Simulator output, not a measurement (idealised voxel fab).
The process module that follows is named voxel tone inversion.
Shown is cross-section cut, with a width of 225 nm and square cells of size 5 nm.
A cross-section is a grid of square cells, given in bands from the top down. A band is one or more rows of cells. Band: top and bottom heights (nm) first, top before bottom; then materials from left to right, widths in nm. "throughout" marks a sole material filling the band edge to edge. "blank" denotes empty space. Height datum 0, below which the as-received substrate wafer is one material. Lowest band open at the bottom, running downward: "0 nm and below". It should be noted that a width expressed as "30->40" varies in equal increments from row to row of cells within the band, taking the value of the first number at the top row and that of the second number at the bottom row. "nothing altered", as given for a step, is the statement that not any cell of the cross-section underwent a change during that step. "Unvented voids": empty spaces of 8 cells or more with no open way to the top, each given as width x height at distance, distance from the left edge, all in nm. Anything after a step's settings on that line? It's the simulator's own note about the step. Among the settings permitted on a step's line is "overlay nm"; applied to a step with a mask, it specifies the extent to which the mask lay to the right of its planned position, whereas a negative figure signifies a position to the left.

Below is the list of planned process steps:
- 1: RECEIVE with material Si
- 2: CONFORMAL_DEP with material SiCN, thk nm 5
- 3: DIRECTIONAL_DEP with material polySi, thk nm 15
- 4: PATTERN with tone cover, mask id POSTS, material resist, width nm 25, pitch nm 50, thk nm 20, overlay nm 0
- 5: DIRECTIONAL_ETCH with etch materials polySi, depth nm 15
- 6: STRIP with etch materials resist
- 7: FILL_DEP with material lowk, thk nm 10
- 8: CMP with height nm 20
- 9: STRIP with etch materials polySi

So, the first of our two wafers, run just as we planned it:

Cross-sectional view of the wafer in its as-received condition, corresponding to the state after step 1:
0 nm and below: Si throughout
Unvented voids: none

Wafer after step 2 (cross-section):
5 nm to 0 nm: SiCN throughout
Unchanged below 0.

Wafer after step 3 (cross-section):
20 nm to 5 nm: polySi throughout
Unchanged below 5.

Wafer after step 4 (cross-section):
40 nm to 20 nm: 25 blank, 25 resist, 25 blank, 25 resist, 25 blank, 25 resist, 25 blank, 25 resist, 25 blank
Unchanged below 20.

Wafer after step 5 (cross-section):
40 nm to 20 nm: 25 blank, 25 resist, 25 blank, 25 resist, 25 blank, 25 resist, 25 blank, 25 resist, 25 blank
20 nm to 5 nm: 25 blank, 25 polySi, 25 blank, 25 polySi, 25 blank, 25 polySi, 25 blank, 25 polySi, 25 blank
Unchanged below 5.

Wafer after step 6 (cross-section):
20 nm to 5 nm: 25 blank, 25 polySi, 25 blank, 25 polySi, 25 blank, 25 polySi, 25 blank, 25 polySi, 25 blank
Unchanged below 5.

Wafer after step 7 (cross-section):
30 nm to 20 nm: lowk throughout
20 nm to 5 nm: 25 lowk, 25 polySi, 25 lowk, 25 polySi, 25 lowk, 25 polySi, 25 lowk, 25 polySi, 25 lowk
Unchanged below 5.

Wafer after step 8 (cross-section):
20 nm to 5 nm: 25 lowk, 25 polySi, 25 lowk, 25 polySi, 25 lowk, 25 polySi, 25 lowk, 25 polySi, 25 lowk
Unchanged below 5.

Wafer after step 9 (cross-section):
20 nm to 5 nm: 25 lowk, 25 blank, 25 lowk, 25 blank, 25 lowk, 25 blank, 25 lowk, 25 blank, 25 lowk
Unchanged below 5.

Wafer two of the pair: same origin, same plan, one error during the run; identical to wafer one up to and including step 3:

The second wafer cut through, at the time step 4 was supposed to be finished:
40 nm to 20 nm: 35 blank, 25 resist, 25 blank, 25 resist, 25 blank, 25 resist, 25 blank, 25 resist, 15 blank
Unchanged below 20.

The second wafer cut through, at the time step 5 was supposed to be finished:
40 nm to 20 nm: 35 blank, 25 resist, 25 blank, 25 resist, 25 blank, 25 resist, 25 blank, 25 resist, 15 blank
20 nm to 5 nm: 35 blank, 25 polySi, 25 blank, 25 polySi, 25 blank, 25 polySi, 25 blank, 25 polySi, 15 blank
Unchanged below 5.

The second wafer cut through, at the time step 6 was supposed to be finished:
20 nm to 5 nm: 35 blank, 25 polySi, 25 blank, 25 polySi, 25 blank, 25 polySi, 25 blank, 25 polySi, 15 blank
Unchanged below 5.

The second wafer cut through, at the time step 7 was supposed to be finished:
30 nm to 20 nm: lowk throughout
20 nm to 5 nm: 35 lowk, 25 polySi, 25 lowk, 25 polySi, 25 lowk, 25 polySi, 25 lowk, 25 polySi, 15 lowk
Unchanged below 5.

The second wafer cut through, at the time step 8 was supposed to be finished:
20 nm to 5 nm: 35 lowk, 25 polySi, 25 lowk, 25 polySi, 25 lowk, 25 polySi, 25 lowk, 25 polySi, 15 lowk
Unchanged below 5.

The second wafer cut through, at the time step 9 was supposed to be finished:
20 nm to 5 nm: 35 lowk, 25 blank, 25 lowk, 25 blank, 25 lowk, 25 blank, 25 lowk, 25 blank, 15 lowk
Unchanged below 5.
What was the processing mistake? planned and actual differ for step 4; actual: PATTERN with tone cover, mask id POSTS, material resist, width nm 25, pitch nm 50, thk nm 20, overlay nm 10
Both wafers, final: cells per material equal; arrangement not.
